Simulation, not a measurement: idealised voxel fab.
The following is a process module called voxel capacitor over wiring.
Square cells of 5 nm make up the cross-section cut, whose width is 155 nm.
This document writes a cross-section as a grid whose cells are square, and gives it as bands, listed from the top down; one or more rows of cells form a band.
Quick guide to a band line: top height, bottom height (nm) up front; then every material left to right with its width in nm. Only one material and it's marked "edge to edge"? Then it fills the band edge to edge. And "blank" just means empty space.
Note: height 0 marks the level under which the wafer is uniformly one material as received. Lowest band unbounded below, written "0 and below".
A width given as "30 to 40" starts at the first number in the band's top row and ends at the second number in its bottom row, shifting by an equal amount at every step from row to row.
Step marked "same as before"? Then no cell in the cross-section changed in it.
Each empty space that has no open way to the top and spans at least 8 cells appears under "Closed void list" as width x height at distance, the distance counted from the left edge, all in nm.
Heads up: the bit after the settings on a step's line is the simulator's remark on that step.
overlay nm: right-of-plan distance of the mask on a masked step; negative values mean left-of-plan.

plan
- 1: RECEIVE [material Si]
- 2: CONFORMAL_DEP [material SiO2] [thk nm 15]
- 3: CONFORMAL_DEP [material SiCN] [thk nm 5]
- 4: DIRECTIONAL_DEP [material SiO2] [thk nm 25]
- 5: DIRECTIONAL_DEP [material aC] [thk nm 10]
- 6: PATTERN [tone open] [mask id METAL_1] [material resist] [width nm 30] [pitch nm 95] [thk nm 30] [overlay nm 0]
- 7: DIRECTIONAL_ETCH [etch materials aC] [depth nm 10]
- 8: STRIP [etch materials resist]
- 9: DIRECTIONAL_ETCH [etch materials SiO2] [depth nm 15]
- 10: DIRECTIONAL_ETCH [etch materials SiCN] [depth nm 5]
- 11: STRIP [etch materials aC]
- 12: CONFORMAL_DEP [material TiN] [thk nm 5]
- 13: FILL_DEP [material Cu] [thk nm 10]
- 14: CMP [height nm 45]
- 15: CONFORMAL_DEP [material SiCN] [thk nm 5]
- 16: DIRECTIONAL_DEP [material SiO2] [thk nm 10]
- 17: MASKED_ETCH [tone open] [mask id PLUG_1] [width nm 15] [etch materials SiO2] [depth nm 10] [overlay nm 0]
- 18: MASKED_ETCH [tone open] [mask id PLUG_1] [width nm 15] [etch materials SiCN] [depth nm 5] [overlay nm 0]
- 19: CONFORMAL_DEP [material TiN] [thk nm 5]
- 20: FILL_DEP [material W] [thk nm 10]
- 21: CMP [height nm 60]
- 22: DIRECTIONAL_DEP [material TiN] [thk nm 10]
- 23: DIRECTIONAL_DEP [material HfO2] [thk nm 5]
- 24: DIRECTIONAL_DEP [material TiN] [thk nm 10]
- 25: PATTERN [tone cover] [mask id UPPER_PLATE] [material resist] [width nm 70] [thk nm 15] [overlay nm 0]
- 26: DIRECTIONAL_ETCH [etch materials TiN] [depth nm 10]
- 27: DIRECTIONAL_ETCH [etch materials HfO2] [depth nm 5]
- 28: STRIP [etch materials resist]
- 29: DIRECTIONAL_DEP [material aC] [thk nm 10]
- 30: PATTERN [tone cover] [mask id LOWER_PLATE] [material resist] [width nm 80] [thk nm 25] [overlay nm 0]
- 31: DIRECTIONAL_ETCH [etch materials aC] [depth nm 10]
- 32: STRIP [etch materials resist]
- 33: DIRECTIONAL_ETCH [etch materials TiN] [depth nm 10]
- 34: STRIP [etch materials aC]
- 35: FILL_DEP [material SiO2] [thk nm 20]
- 36: CMP [height nm 100]
- 37: MASKED_ETCH [tone open] [mask id PLUG_2] [width nm 15] [etch materials SiO2] [depth nm 15] [overlay nm 0]
- 38: CONFORMAL_DEP [material TiN] [thk nm 5]
- 39: FILL_DEP [material Ru] [thk nm 10]
- 40: CMP [height nm 100]
- 41: CONFORMAL_DEP [material SiCN] [thk nm 5]
For this document, wafers share an identical start and vary in the step 9 depth nm; the plan quotes the first wafer's value.

Here's the first of the wafers in cross-section, just as we got it, i.e. after step 1
* 0 and below: Si edge to edge
* Closed void list: none

first wafer at the end, after step 41
* 105 down to 100: SiCN edge to edge
* 100 down to 90: SiO2 40 nm; TiN 5 nm; Ru 5 nm; TiN 5 nm; SiO2 100 nm
* 90 down to 85: SiO2 40 nm; TiN 15 nm; SiO2 100 nm
* 85 down to 75: SiO2 30 nm; TiN 70 nm; SiO2 55 nm
* 75 down to 70: SiO2 30 nm; HfO2 70 nm; SiO2 55 nm
* 70 down to 60: SiO2 25 nm; TiN 80 nm; SiO2 50 nm
* 60 down to 50: SiO2 30 nm; TiN 5 nm; W 5 nm; TiN 5 nm; SiO2 110 nm
* 50 down to 45: SiCN 30 nm; TiN 15 nm; SiCN 110 nm
* 45 down to 35: SiO2 15 nm; TiN 5 nm; Cu 20 nm; TiN 5 nm; SiO2 65 nm; TiN 5 nm; Cu 20 nm; TiN 5 nm; SiO2 15 nm
* 35 down to 30: SiO2 15 nm; TiN 30 nm; SiO2 65 nm; TiN 30 nm; SiO2 15 nm
* 30 down to 20: SiO2 edge to edge
* 20 down to 15: SiCN edge to edge
* 15 down to 0: SiO2 edge to edge
* 0 and below: Si edge to edge
* Closed void list: none

Cross-section at module completion, last wafer
* 105 down to 100: SiCN edge to edge
* 100 down to 90: SiO2 40 nm; TiN 5 nm; Ru 5 nm; TiN 5 nm; SiO2 100 nm
* 90 down to 85: SiO2 40 nm; TiN 15 nm; SiO2 100 nm
* 85 down to 75: SiO2 30 nm; TiN 70 nm; SiO2 55 nm
* 75 down to 70: SiO2 30 nm; HfO2 70 nm; SiO2 55 nm
* 70 down to 60: SiO2 25 nm; TiN 80 nm; SiO2 50 nm
* 60 down to 50: SiO2 30 nm; TiN 5 nm; W 5 nm; TiN 5 nm; SiO2 110 nm
* 50 down to 45: SiCN 30 nm; TiN 15 nm; SiCN 110 nm
* 45 down to 20: SiO2 15 nm; TiN 5 nm; Cu 20 nm; TiN 5 nm; SiO2 65 nm; TiN 5 nm; Cu 20 nm; TiN 5 nm; SiO2 15 nm
* 20 down to 15: SiCN 15 nm; TiN 30 nm; SiCN 65 nm; TiN 30 nm; SiCN 15 nm
* 15 down to 0: SiO2 edge to edge
* 0 and below: Si edge to edge
* Closed void list: none

For your reference, the table is organized with a row per wafer; each row reflects the wafer at the end of the module, indicating for each material the cells gained (+) or lost (-) since receipt, and thereafter its closed voids
depth nm 15; +16 Cu; +14 HfO2; +2 Ru; +90 SiCN; +433 SiO2; +94 TiN; +2 W; Closed void list: none
depth nm 20; +24 Cu; +14 HfO2; +2 Ru; +90 SiCN; +421 SiO2; +98 TiN; +2 W; Closed void list: none
depth nm 25; +40 Cu; +14 HfO2; +2 Ru; +78 SiCN; +409 SiO2; +106 TiN; +2 W; Closed void list: none
depth nm 30; +40 Cu; +14 HfO2; +2 Ru; +78 SiCN; +409 SiO2; +106 TiN; +2 W; Closed void list: none
depth nm 35; +40 Cu; +14 HfO2; +2 Ru; +78 SiCN; +409 SiO2; +106 TiN; +2 W; Closed void list: none
depth nm 40; +40 Cu; +14 HfO2; +2 Ru; +78 SiCN; +409 SiO2; +106 TiN; +2 W; Closed void list: none
